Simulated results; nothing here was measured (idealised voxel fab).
Proc. module: voxel transistor to metal
We display cut, a cross-section 175 nm in width whose square cells are each 5 nm.
If you're reading a cross-section in this doc, picture square cells in a grid; it comes to you as bands, top ones listed first down to the bottom, and a band can be one or more rows of cells. Top, bottom (nm), then materials left to right with widths (nm); lone material tagged "edge to edge" fills the whole band edge to edge; "empty" = empty space. The reference from which all heights are counted is 0, the level beneath which the as-received wafer is entirely one material; the lowest band, having no lower bound, proceeds downward and is written after the example "from 0 down". Width "30->40": first value at the band's top row of cells, second value at its bottom row, equal change from row to row. Where a step carries "no change", the cross-section came out of it unchanged, cell for cell. "Voids, fully enclosed" specifies each empty space that is not open to the top and that occupies no fewer than 8 cells, using the form width x height at distance, the distance measured from the left edge and all three quantities in nm. If you see something after the settings on a step's line, that's the simulator's own remark about that step. "overlay nm" denotes, for a step that has a mask, the displacement of the mask to the right of its planned place, with negative values corresponding to the left.

-- Process steps - plan
1,RECEIVE with material Si
2,OXIDIZE with depth nm 5
3,CONFORMAL_DEP with material SiN, thk nm 15
4,MASKED_ETCH with tone cover, mask id ACTIVE, width nm 135, etch materials SiN, depth nm 15, overlay nm 0
5,MASKED_ETCH with tone cover, mask id ACTIVE, width nm 135, etch materials SiO2, depth nm 5, overlay nm 0
6,MASKED_ETCH with tone cover, mask id ACTIVE, width nm 135, etch materials Si, depth nm 30, overlay nm 0
7,FILL_DEP with material SiO2, thk nm 10
8,CMP with height nm 15
9,SELECTIVE_ETCH with etch materials SiO2, depth nm 5
10,STRIP with etch materials SiN
11,SELECTIVE_ETCH with etch materials SiO2, depth nm 5
12,OXIDIZE with depth nm 5
13,DIRECTIONAL_DEP with material polySi, thk nm 25
14,DIRECTIONAL_DEP with material SiCN, thk nm 15
15,PATTERN with tone cover, mask id GATE, material resist, width nm 35, thk nm 20, overlay nm 0
16,DIRECTIONAL_ETCH with etch materials SiCN, depth nm 25
17,DIRECTIONAL_ETCH with etch materials polySi, depth nm 35
18,STRIP with etch materials resist
19,CONFORMAL_DEP with material SiO2, thk nm 5
20,DIRECTIONAL_ETCH with etch materials SiO2, depth nm 5
21,CONFORMAL_DEP with material SiN, thk nm 5
22,DIRECTIONAL_ETCH with etch materials SiN, depth nm 5
23,DIRECTIONAL_ETCH with etch materials SiO2, depth nm 5
24,DIRECTIONAL_ETCH with etch materials Si, depth nm 5
25,EPI with material SiGe, thk nm 10
26,FILL_DEP with material SiO2, thk nm 10
27,CMP with height nm 20
28,STRIP with etch materials polySi
29,SELECTIVE_ETCH with etch materials SiO2, depth nm 5
30,CONFORMAL_DEP with material HfO2, thk nm 5
31,CONFORMAL_DEP with material TiN, thk nm 5
32,FILL_DEP with material W, thk nm 5
33,CMP with height nm 15
34,DIRECTIONAL_DEP with material SiO2, thk nm 10
35,MASKED_ETCH with tone open, mask id CONTACT, width nm 20, pitch nm 95, etch materials SiO2, depth nm 30, overlay nm 0
36,CONFORMAL_DEP with material TiN, thk nm 5
37,FILL_DEP with material Ru, thk nm 10
38,CMP with height nm 25
39,DIRECTIONAL_DEP with material TiN, thk nm 5
40,DIRECTIONAL_DEP with material Ru, thk nm 20
41,DIRECTIONAL_DEP with material aC, thk nm 10
42,PATTERN with tone cover, mask id METAL_1, material resist, width nm 20, pitch nm 95, thk nm 30, overlay nm 0
43,DIRECTIONAL_ETCH with etch materials aC, depth nm 10
44,STRIP with etch materials resist
45,DIRECTIONAL_ETCH with etch materials Ru, depth nm 20
46,DIRECTIONAL_ETCH with etch materials TiN, depth nm 5
47,STRIP with etch materials aC
48,FILL_DEP with material SiO2, thk nm 5
49,CMP with height nm 50
50,CONFORMAL_DEP with material SiCN, thk nm 5
51,DIRECTIONAL_DEP with material lowk, thk nm 30
52,MASKED_ETCH with tone open, mask id METAL_2, width nm 20, pitch nm 95, etch materials lowk, depth nm 20, overlay nm 0
53,PATTERN with tone open, mask id METAL_2_HOLES, material resist, width nm 15, pitch nm 95, thk nm 15, overlay nm 0
54,DIRECTIONAL_ETCH with etch materials lowk, depth nm 10
55,DIRECTIONAL_ETCH with etch materials SiCN, depth nm 5
56,STRIP with etch materials resist
57,CONFORMAL_DEP with material TiN, thk nm 5
58,FILL_DEP with material Cu, thk nm 5
59,CMP with height nm 85
60,CONFORMAL_DEP with material SiN, thk nm 5

-- On the first of the two wafers: run conducted according to plan

-- As-received wafer cross-section (after step 1)
from 0 down = Si edge to edge
Voids, fully enclosed: none

-- Step 2 done - wafer cross-section
from 0 to -5 = SiO2 edge to edge
Lower than -5, everything is as it was.

-- Step 3 done - wafer cross-section
from 15 to 0 = SiN edge to edge
Lower than 0, everything is as it was.

-- Step 4 done - wafer cross-section
from 15 to 0 = empty (20) / SiN (135) / empty (20)
Lower than 0, everything is as it was.

-- Step 5 done - wafer cross-section
from 15 to 0 = empty (20) / SiN (135) / empty (20)
from 0 to -5 = empty (20) / SiO2 (135) / empty (20)
Lower than -5, everything is as it was.

-- Step 6 done - wafer cross-section
from 15 to 0 = empty (20) / SiN (135) / empty (20)
from 0 to -5 = empty (20) / SiO2 (135) / empty (20)
from -5 to -35 = empty (20) / Si (135) / empty (20)
Lower than -35, everything is as it was.

-- Step 7 done - wafer cross-section
from 25 to 15 = SiO2 edge to edge
from 15 to 0 = SiO2 (20) / SiN (135) / SiO2 (20)
from 0 to -5 = SiO2 edge to edge
from -5 to -35 = SiO2 (20) / Si (135) / SiO2 (20)
Lower than -35, everything is as it was.

-- Step 8 done - wafer cross-section
from 15 to 0 = SiO2 (20) / SiN (135) / SiO2 (20)
Lower than 0, everything is as it was.

-- Step 9 done - wafer cross-section
from 15 to 10 = empty (20) / SiN (135) / empty (20)
Lower than 10, everything is as it was.

-- Step 10 done - wafer cross-section
from 10 to 0 = SiO2 (20) / empty (135) / SiO2 (20)
Lower than 0, everything is as it was.

-- Step 11 done - wafer cross-section
from 5 to -5 = SiO2 (15) / empty (145) / SiO2 (15)
Lower than -5, everything is as it was.

-- Step 12 done - wafer cross-section
from 5 to -5 = SiO2 (15) / empty (145) / SiO2 (15)
from -5 to -10 = SiO2 edge to edge
Lower than -10, everything is as it was.

-- Step 13 done - wafer cross-section
from 30 to 20 = polySi (15) / empty (145) / polySi (15)
from 20 to 5 = polySi edge to edge
from 5 to -5 = SiO2 (15) / polySi (145) / SiO2 (15)
Lower than -5, everything is as it was.

-- Step 14 done - wafer cross-section
from 45 to 35 = SiCN (15) / empty (145) / SiCN (15)
from 35 to 30 = SiCN edge to edge
from 30 to 20 = polySi (15) / SiCN (145) / polySi (15)
Lower than 20, everything is as it was.

-- Step 15 done - wafer cross-section
from 65 to 45 = empty (70) / resist (35) / empty (70)
from 45 to 35 = SiCN (15) / empty (55) / resist (35) / empty (55) / SiCN (15)
Lower than 35, everything is as it was.

-- Step 16 done - wafer cross-section
from 65 to 35 = empty (70) / resist (35) / empty (70)
from 35 to 30 = empty (70) / SiCN (35) / empty (70)
from 30 to 20 = polySi (15) / empty (55) / SiCN (35) / empty (55) / polySi (15)
Lower than 20, everything is as it was.

-- Step 17 done - wafer cross-section
from 65 to 35 = empty (70) / resist (35) / empty (70)
from 35 to 20 = empty (70) / SiCN (35) / empty (70)
from 20 to 5 = empty (70) / polySi (35) / empty (70)
from 5 to -5 = SiO2 (15) / empty (55) / polySi (35) / empty (55) / SiO2 (15)
Lower than -5, everything is as it was.

-- Step 18 done - wafer cross-section
from 35 to 20 = empty (70) / SiCN (35) / empty (70)
Lower than 20, everything is as it was.

-- Step 19 done - wafer cross-section
from 40 to 35 = empty (65) / SiO2 (45) / empty (65)
from 35 to 20 = empty (65) / SiO2 (5) / SiCN (35) / SiO2 (5) / empty (65)
from 20 to 10 = empty (65) / SiO2 (5) / polySi (35) / SiO2 (5) / empty (65)
from 10 to 0 = SiO2 (20) / empty (45) / SiO2 (5) / polySi (35) / SiO2 (5) / empty (45) / SiO2 (20)
from 0 to -5 = SiO2 (70) / polySi (35) / SiO2 (70)
Lower than -5, everything is as it was.

-- Step 20 done - wafer cross-section
from 35 to 20 = empty (65) / SiO2 (5) / SiCN (35) / SiO2 (5) / empty (65)
from 20 to 5 = empty (65) / SiO2 (5) / polySi (35) / SiO2 (5) / empty (65)
from 5 to -5 = SiO2 (20) / empty (45) / SiO2 (5) / polySi (35) / SiO2 (5) / empty (45) / SiO2 (20)
Lower than -5, everything is as it was.

-- Step 21 done - wafer cross-section
from 40 to 35 = empty (60) / SiN (55) / empty (60)
from 35 to 20 = empty (60) / SiN (5) / SiO2 (5) / SiCN (35) / SiO2 (5) / SiN (5) / empty (60)
from 20 to 10 = empty (60) / SiN (5) / SiO2 (5) / polySi (35) / SiO2 (5) / SiN (5) / empty (60)
from 10 to 5 = SiN (25) / empty (35) / SiN (5) / SiO2 (5) / polySi (35) / SiO2 (5) / SiN (5) / empty (35) / SiN (25)
from 5 to 0 = SiO2 (20) / SiN (5) / empty (35) / SiN (5) / SiO2 (5) / polySi (35) / SiO2 (5) / SiN (5) / empty (35) / SiN (5) / SiO2 (20)
from 0 to -5 = SiO2 (20) / SiN (45) / SiO2 (5) / polySi (35) / SiO2 (5) / SiN (45) / SiO2 (20)
Lower than -5, everything is as it was.

-- Step 22 done - wafer cross-section
from 35 to 20 = empty (60) / SiN (5) / SiO2 (5) / SiCN (35) / SiO2 (5) / SiN (5) / empty (60)
from 20 to 5 = empty (60) / SiN (5) / SiO2 (5) / polySi (35) / SiO2 (5) / SiN (5) / empty (60)
from 5 to -5 = SiO2 (20) / SiN (5) / empty (35) / SiN (5) / SiO2 (5) / polySi (35) / SiO2 (5) / SiN (5) / empty (35) / SiN (5) / SiO2 (20)
Lower than -5, everything is as it was.

-- Step 23 done - wafer cross-section
from 35 to 30 = empty (60) / SiN (5) / empty (5) / SiCN (35) / empty (5) / SiN (5) / empty (60)
from 30 to 20 = empty (60) / SiN (5) / SiO2 (5) / SiCN (35) / SiO2 (5) / SiN (5) / empty (60)
from 20 to 5 = empty (60) / SiN (5) / SiO2 (5) / polySi (35) / SiO2 (5) / SiN (5) / empty (60)
from 5 to 0 = empty (20) / SiN (5) / empty (35) / SiN (5) / SiO2 (5) / polySi (35) / SiO2 (5) / SiN (5) / empty (35) / SiN (5) / empty (20)
from 0 to -5 = SiO2 (20) / SiN (5) / empty (35) / SiN (5) / SiO2 (5) / polySi (35) / SiO2 (5) / SiN (5) / empty (35) / SiN (5) / SiO2 (20)
from -5 to -10 = SiO2 (25) / empty (35) / SiO2 (55) / empty (35) / SiO2 (25)
Lower than -10, everything is as it was.

-- Step 24 done - wafer cross-section
from 35 to 30 = empty (60) / SiN (5) / empty (5) / SiCN (35) / empty (5) / SiN (5) / empty (60)
from 30 to 20 = empty (60) / SiN (5) / SiO2 (5) / SiCN (35) / SiO2 (5) / SiN (5) / empty (60)
from 20 to 5 = empty (60) / SiN (5) / SiO2 (5) / polySi (35) / SiO2 (5) / SiN (5) / empty (60)
from 5 to 0 = empty (20) / SiN (5) / empty (35) / SiN (5) / SiO2 (5) / polySi (35) / SiO2 (5) / SiN (5) / empty (35) / SiN (5) / empty (20)
from 0 to -5 = SiO2 (20) / SiN (5) / empty (35) / SiN (5) / SiO2 (5) / polySi (35) / SiO2 (5) / SiN (5) / empty (35) / SiN (5) / SiO2 (20)
from -5 to -10 = SiO2 (25) / empty (35) / SiO2 (55) / empty (35) / SiO2 (25)
from -10 to -15 = SiO2 (20) / Si (5) / empty (35) / Si (55) / empty (35) / Si (5) / SiO2 (20)
Lower than -15, everything is as it was.

-- Step 25 done - wafer cross-section
from 35 to 30 = empty (60) / SiN (5) / empty (5) / SiCN (35) / empty (5) / SiN (5) / empty (60)
from 30 to 20 = empty (60) / SiN (5) / SiO2 (5) / SiCN (35) / SiO2 (5) / SiN (5) / empty (60)
from 20 to 5 = empty (60) / SiN (5) / SiO2 (5) / polySi (35) / SiO2 (5) / SiN (5) / empty (60)
from 5 to 0 = empty (20) / SiN (5) / empty (35) / SiN (5) / SiO2 (5) / polySi (35) / SiO2 (5) / SiN (5) / empty (35) / SiN (5) / empty (20)
from 0 to -5 = SiO2 (20) / SiN (5) / SiGe (10) / empty (15) / SiGe (10) / SiN (5) / SiO2 (5) / polySi (35) / SiO2 (5) / SiN (5) / SiGe (10) / empty (15) / SiGe (10) / SiN (5) / SiO2 (20)
from -5 to -10 = SiO2 (25) / SiGe (35) / SiO2 (55) / SiGe (35) / SiO2 (25)
from -10 to -15 = SiO2 (20) / Si (5) / SiGe (35) / Si (55) / SiGe (35) / Si (5) / SiO2 (20)
Lower than -15, everything is as it was.

-- Step 26 done - wafer cross-section
from 45 to 35 = SiO2 edge to edge
from 35 to 20 = SiO2 (60) / SiN (5) / SiO2 (5) / SiCN (35) / SiO2 (5) / SiN (5) / SiO2 (60)
from 20 to 5 = SiO2 (60) / SiN (5) / SiO2 (5) / polySi (35) / SiO2 (5) / SiN (5) / SiO2 (60)
from 5 to 0 = SiO2 (20) / SiN (5) / SiO2 (35) / SiN (5) / SiO2 (5) / polySi (35) / SiO2 (5) / SiN (5) / SiO2 (35) / SiN (5) / SiO2 (20)
from 0 to -5 = SiO2 (20) / SiN (5) / SiGe (10) / SiO2 (15) / SiGe (10) / SiN (5) / SiO2 (5) / polySi (35) / SiO2 (5) / SiN (5) / SiGe (10) / SiO2 (15) / SiGe (10) / SiN (5) / SiO2 (20)
Lower than -5, everything is as it was.

-- Step 27 done - wafer cross-section
from 20 to 5 = SiO2 (60) / SiN (5) / SiO2 (5) / polySi (35) / SiO2 (5) / SiN (5) / SiO2 (60)
Lower than 5, everything is as it was.

-- Step 28 done - wafer cross-section
from 20 to 5 = SiO2 (60) / SiN (5) / SiO2 (5) / empty (35) / SiO2 (5) / SiN (5) / SiO2 (60)
from 5 to 0 = SiO2 (20) / SiN (5) / SiO2 (35) / SiN (5) / SiO2 (5) / empty (35) / SiO2 (5) / SiN (5) / SiO2 (35) / SiN (5) / SiO2 (20)
from 0 to -5 = SiO2 (20) / SiN (5) / SiGe (10) / SiO2 (15) / SiGe (10) / SiN (5) / SiO2 (5) / empty (35) / SiO2 (5) / SiN (5) / SiGe (10) / SiO2 (15) / SiGe (10) / SiN (5) / SiO2 (20)
Lower than -5, everything is as it was.

-- Step 29 done - wafer cross-section
from 20 to 15 = empty (60) / SiN (5) / empty (45) / SiN (5) / empty (60)
from 15 to 5 = SiO2 (60) / SiN (5) / empty (45) / SiN (5) / SiO2 (60)
from 5 to 0 = SiO2 (20) / SiN (5) / SiO2 (35) / SiN (5) / empty (45) / SiN (5) / SiO2 (35) / SiN (5) / SiO2 (20)
from 0 to -5 = SiO2 (20) / SiN (5) / SiGe (10) / SiO2 (15) / SiGe (10) / SiN (5) / empty (45) / SiN (5) / SiGe (10) / SiO2 (15) / SiGe (10) / SiN (5) / SiO2 (20)
from -5 to -10 = SiO2 (25) / SiGe (35) / SiO2 (5) / empty (45) / SiO2 (5) / SiGe (35) / SiO2 (25)
Lower than -10, everything is as it was.

-- Step 30 done - wafer cross-section
from 25 to 20 = empty (55) / HfO2 (15) / empty (35) / HfO2 (15) / empty (55)
from 20 to 15 = HfO2 (60) / SiN (5) / HfO2 (5) / empty (35) / HfO2 (5) / SiN (5) / HfO2 (60)
from 15 to 5 = SiO2 (60) / SiN (5) / HfO2 (5) / empty (35) / HfO2 (5) / SiN (5) / SiO2 (60)
from 5 to 0 = SiO2 (20) / SiN (5) / SiO2 (35) / SiN (5) / HfO2 (5) / empty (35) / HfO2 (5) / SiN (5) / SiO2 (35) / SiN (5) / SiO2 (20)
from 0 to -5 = SiO2 (20) / SiN (5) / SiGe (10) / SiO2 (15) / SiGe (10) / SiN (5) / HfO2 (5) / empty (35) / HfO2 (5) / SiN (5) / SiGe (10) / SiO2 (15) / SiGe (10) / SiN (5) / SiO2 (20)
from -5 to -10 = SiO2 (25) / SiGe (35) / SiO2 (5) / HfO2 (45) / SiO2 (5) / SiGe (35) / SiO2 (25)
Lower than -10, everything is as it was.

-- Step 31 done - wafer cross-section
from 30 to 25 = empty (50) / TiN (25) / empty (25) / TiN (25) / empty (50)
from 25 to 20 = TiN (55) / HfO2 (15) / TiN (5) / empty (25) / TiN (5) / HfO2 (15) / TiN (55)
from 20 to 15 = HfO2 (60) / SiN (5) / HfO2 (5) / TiN (5) / empty (25) / TiN (5) / HfO2 (5) / SiN (5) / HfO2 (60)
from 15 to 5 = SiO2 (60) / SiN (5) / HfO2 (5) / TiN (5) / empty (25) / TiN (5) / HfO2 (5) / SiN (5) / SiO2 (60)
from 5 to 0 = SiO2 (20) / SiN (5) / SiO2 (35) / SiN (5) / HfO2 (5) / TiN (5) / empty (25) / TiN (5) / HfO2 (5) / SiN (5) / SiO2 (35) / SiN (5) / SiO2 (20)
from 0 to -5 = SiO2 (20) / SiN (5) / SiGe (10) / SiO2 (15) / SiGe (10) / SiN (5) / HfO2 (5) / TiN (35) / HfO2 (5) / SiN (5) / SiGe (10) / SiO2 (15) / SiGe (10) / SiN (5) / SiO2 (20)
Lower than -5, everything is as it was.

-- Step 32 done - wafer cross-section
from 35 to 30 = W edge to edge
from 30 to 25 = W (50) / TiN (25) / W (25) / TiN (25) / W (50)
from 25 to 20 = TiN (55) / HfO2 (15) / TiN (5) / W (25) / TiN (5) / HfO2 (15) / TiN (55)
from 20 to 15 = HfO2 (60) / SiN (5) / HfO2 (5) / TiN (5) / W (25) / TiN (5) / HfO2 (5) / SiN (5) / HfO2 (60)
from 15 to 5 = SiO2 (60) / SiN (5) / HfO2 (5) / TiN (5) / W (25) / TiN (5) / HfO2 (5) / SiN (5) / SiO2 (60)
from 5 to 0 = SiO2 (20) / SiN (5) / SiO2 (35) / SiN (5) / HfO2 (5) / TiN (5) / W (25) / TiN (5) / HfO2 (5) / SiN (5) / SiO2 (35) / SiN (5) / SiO2 (20)
Lower than 0, everything is as it was.

-- Step 33 done - wafer cross-section
from 15 to 5 = SiO2 (60) / SiN (5) / HfO2 (5) / TiN (5) / W (25) / TiN (5) / HfO2 (5) / SiN (5) / SiO2 (60)
Lower than 5, everything is as it was.

-- Step 34 done - wafer cross-section
from 25 to 15 = SiO2 edge to edge
Lower than 15, everything is as it was.

-- Step 35 done - wafer cross-section
from 25 to 15 = SiO2 (30) / empty (20) / SiO2 (75) / empty (20) / SiO2 (30)
from 15 to 5 = SiO2 (30) / empty (20) / SiO2 (10) / SiN (5) / HfO2 (5) / TiN (5) / W (25) / TiN (5) / HfO2 (5) / SiN (5) / SiO2 (10) / empty (20) / SiO2 (30)
from 5 to 0 = SiO2 (20) / SiN (5) / SiO2 (5) / empty (20) / SiO2 (10) / SiN (5) / HfO2 (5) / TiN (5) / W (25) / TiN (5) / HfO2 (5) / SiN (5) / SiO2 (10) / empty (20) / SiO2 (5) / SiN (5) / SiO2 (20)
from 0 to -5 = SiO2 (20) / SiN (5) / SiGe (10) / empty (15) / SiGe (10) / SiN (5) / HfO2 (5) / TiN (35) / HfO2 (5) / SiN (5) / SiGe (10) / empty (15) / SiGe (10) / SiN (5) / SiO2 (20)
Lower than -5, everything is as it was.

-- Step 36 done - wafer cross-section
from 30 to 25 = TiN (35) / empty (10) / TiN (85) / empty (10) / TiN (35)
from 25 to 15 = SiO2 (30) / TiN (5) / empty (10) / TiN (5) / SiO2 (75) / TiN (5) / empty (10) / TiN (5) / SiO2 (30)
from 15 to 5 = SiO2 (30) / TiN (5) / empty (10) / TiN (5) / SiO2 (10) / SiN (5) / HfO2 (5) / TiN (5) / W (25) / TiN (5) / HfO2 (5) / SiN (5) / SiO2 (10) / TiN (5) / empty (10) / TiN (5) / SiO2 (30)
from 5 to 0 = SiO2 (20) / SiN (5) / SiO2 (5) / TiN (10) / empty (5) / TiN (5) / SiO2 (10) / SiN (5) / HfO2 (5) / TiN (5) / W (25) / TiN (5) / HfO2 (5) / SiN (5) / SiO2 (10) / TiN (5) / empty (5) / TiN (10) / SiO2 (5) / SiN (5) / SiO2 (20)
from 0 to -5 = SiO2 (20) / SiN (5) / SiGe (10) / TiN (15) / SiGe (10) / SiN (5) / HfO2 (5) / TiN (35) / HfO2 (5) / SiN (5) / SiGe (10) / TiN (15) / SiGe (10) / SiN (5) / SiO2 (20)
Lower than -5, everything is as it was.

-- Step 37 done - wafer cross-section
from 40 to 30 = Ru edge to edge
from 30 to 25 = TiN (35) / Ru (10) / TiN (85) / Ru (10) / TiN (35)
from 25 to 15 = SiO2 (30) / TiN (5) / Ru (10) / TiN (5) / SiO2 (75) / TiN (5) / Ru (10) / TiN (5) / SiO2 (30)
from 15 to 5 = SiO2 (30) / TiN (5) / Ru (10) / TiN (5) / SiO2 (10) / SiN (5) / HfO2 (5) / TiN (5) / W (25) / TiN (5) / HfO2 (5) / SiN (5) / SiO2 (10) / TiN (5) / Ru (10) / TiN (5) / SiO2 (30)
from 5 to 0 = SiO2 (20) / SiN (5) / SiO2 (5) / TiN (10) / Ru (5) / TiN (5) / SiO2 (10) / SiN (5) / HfO2 (5) / TiN (5) / W (25) / TiN (5) / HfO2 (5) / SiN (5) / SiO2 (10) / TiN (5) / Ru (5) / TiN (10) / SiO2 (5) / SiN (5) / SiO2 (20)
Lower than 0, everything is as it was.

-- Step 38 done - wafer cross-section
from 25 to 15 = SiO2 (30) / TiN (5) / Ru (10) / TiN (5) / SiO2 (75) / TiN (5) / Ru (10) / TiN (5) / SiO2 (30)
Lower than 15, everything is as it was.

-- Step 39 done - wafer cross-section
from 30 to 25 = TiN edge to edge
Lower than 25, everything is as it was.

-- Step 40 done - wafer cross-section
from 50 to 30 = Ru edge to edge
Lower than 30, everything is as it was.

-- Step 41 done - wafer cross-section
from 60 to 50 = aC edge to edge
Lower than 50, everything is as it was.

-- Step 42 done - wafer cross-section
from 90 to 60 = empty (30) / resist (20) / empty (75) / resist (20) / empty (30)
Lower than 60, everything is as it was.

-- Step 43 done - wafer cross-section
from 80 to 60 = empty (30) / resist (20) / empty (75) / resist (20) / empty (30)
from 60 to 50 = empty (30) / aC (20) / empty (75) / aC (20) / empty (30)
Lower than 50, everything is as it was.

-- Step 44 done - wafer cross-section
from 60 to 50 = empty (30) / aC (20) / empty (75) / aC (20) / empty (30)
Lower than 50, everything is as it was.

-- Step 45 done - wafer cross-section
from 60 to 50 = empty (30) / aC (20) / empty (75) / aC (20) / empty (30)
from 50 to 30 = empty (30) / Ru (20) / empty (75) / Ru (20) / empty (30)
Lower than 30, everything is as it was.

-- Step 46 done - wafer cross-section
from 60 to 50 = empty (30) / aC (20) / empty (75) / aC (20) / empty (30)
from 50 to 30 = empty (30) / Ru (20) / empty (75) / Ru (20) / empty (30)
from 30 to 25 = empty (30) / TiN (20) / empty (75) / TiN (20) / empty (30)
Lower than 25, everything is as it was.

-- Step 47 done - wafer cross-section
from 50 to 30 = empty (30) / Ru (20) / empty (75) / Ru (20) / empty (30)
Lower than 30, everything is as it was.

-- Step 48 done - wafer cross-section
from 55 to 50 = SiO2 edge to edge
from 50 to 30 = SiO2 (30) / Ru (20) / SiO2 (75) / Ru (20) / SiO2 (30)
from 30 to 25 = SiO2 (30) / TiN (20) / SiO2 (75) / TiN (20) / SiO2 (30)
Lower than 25, everything is as it was.

-- Step 49 done - wafer cross-section
from 50 to 30 = SiO2 (30) / Ru (20) / SiO2 (75) / Ru (20) / SiO2 (30)
Lower than 30, everything is as it was.

-- Step 50 done - wafer cross-section
from 55 to 50 = SiCN edge to edge
Lower than 50, everything is as it was.

-- Step 51 done - wafer cross-section
from 85 to 55 = lowk edge to edge
Lower than 55, everything is as it was.

-- Step 52 done - wafer cross-section
from 85 to 65 = lowk (30) / empty (20) / lowk (75) / empty (20) / lowk (30)
Lower than 65, everything is as it was.

-- Step 53 done - wafer cross-section
from 100 to 85 = resist (30) / empty (15) / resist (80) / empty (15) / resist (35)
from 85 to 65 = lowk (30) / empty (15) / resist (5) / lowk (75) / empty (15) / resist (5) / lowk (30)
Lower than 65, everything is as it was.

-- Step 54 done - wafer cross-section
from 100 to 85 = resist (30) / empty (15) / resist (80) / empty (15) / resist (35)
from 85 to 65 = lowk (30) / empty (15) / resist (5) / lowk (75) / empty (15) / resist (5) / lowk (30)
from 65 to 55 = lowk (30) / empty (15) / lowk (80) / empty (15) / lowk (35)
Lower than 55, everything is as it was.

-- Step 55 done - wafer cross-section
from 100 to 85 = resist (30) / empty (15) / resist (80) / empty (15) / resist (35)
from 85 to 65 = lowk (30) / empty (15) / resist (5) / lowk (75) / empty (15) / resist (5) / lowk (30)
from 65 to 55 = lowk (30) / empty (15) / lowk (80) / empty (15) / lowk (35)
from 55 to 50 = SiCN (30) / empty (15) / SiCN (80) / empty (15) / SiCN (35)
Lower than 50, everything is as it was.

-- Step 56 done - wafer cross-section
from 85 to 65 = lowk (30) / empty (20) / lowk (75) / empty (20) / lowk (30)
Lower than 65, everything is as it was.

-- Step 57 done - wafer cross-section
from 90 to 85 = TiN (35) / empty (10) / TiN (85) / empty (10) / TiN (35)
from 85 to 70 = lowk (30) / TiN (5) / empty (10) / TiN (5) / lowk (75) / TiN (5) / empty (10) / TiN (5) / lowk (30)
from 70 to 65 = lowk (30) / TiN (5) / empty (5) / TiN (10) / lowk (75) / TiN (5) / empty (5) / TiN (10) / lowk (30)
from 65 to 55 = lowk (30) / TiN (5) / empty (5) / TiN (5) / lowk (80) / TiN (5) / empty (5) / TiN (5) / lowk (35)
from 55 to 50 = SiCN (30) / TiN (15) / SiCN (80) / TiN (15) / SiCN (35)
Lower than 50, everything is as it was.

-- Step 58 done - wafer cross-section
from 95 to 90 = Cu edge to edge
from 90 to 85 = TiN (35) / Cu (10) / TiN (85) / Cu (10) / TiN (35)
from 85 to 70 = lowk (30) / TiN (5) / Cu (10) / TiN (5) / lowk (75) / TiN (5) / Cu (10) / TiN (5) / lowk (30)
from 70 to 65 = lowk (30) / TiN (5) / Cu (5) / TiN (10) / lowk (75) / TiN (5) / Cu (5) / TiN (10) / lowk (30)
from 65 to 55 = lowk (30) / TiN (5) / Cu (5) / TiN (5) / lowk (80) / TiN (5) / Cu (5) / TiN (5) / lowk (35)
Lower than 55, everything is as it was.

-- Step 59 done - wafer cross-section
from 85 to 70 = lowk (30) / TiN (5) / Cu (10) / TiN (5) / lowk (75) / TiN (5) / Cu (10) / TiN (5) / lowk (30)
Lower than 70, everything is as it was.

-- Step 60 done - wafer cross-section
from 90 to 85 = SiN edge to edge
Lower than 85, everything is as it was.

-- second wafer: like start, like plan, one mistake. Through step 57 it matches the first wafer

-- At the planned end of step 58, the second wafer in cross-section
from 95 to 90 = SiN edge to edge
from 90 to 85 = TiN (35) / SiN (10) / TiN (85) / SiN (10) / TiN (35)
from 85 to 70 = lowk (30) / TiN (5) / SiN (10) / TiN (5) / lowk (75) / TiN (5) / SiN (10) / TiN (5) / lowk (30)
from 70 to 65 = lowk (30) / TiN (5) / SiN (5) / TiN (10) / lowk (75) / TiN (5) / SiN (5) / TiN (10) / lowk (30)
from 65 to 55 = lowk (30) / TiN (5) / SiN (5) / TiN (5) / lowk (80) / TiN (5) / SiN (5) / TiN (5) / lowk (35)
Lower than 55, everything is as it was.

-- At the planned end of step 59, the second wafer in cross-section
from 85 to 70 = lowk (30) / TiN (5) / SiN (10) / TiN (5) / lowk (75) / TiN (5) / SiN (10) / TiN (5) / lowk (30)
Lower than 70, everything is as it was.

-- At the planned end of step 60, the second wafer in cross-section
from 90 to 85 = SiN edge to edge
Lower than 85, everything is as it was.
Processing error: step 58 ran as: FILL_DEP with material SiN, thk nm 5
The closing comparison, in cells, has the second wafer with more or fewer of some materials than the first: -18 Cu; +18 SiN
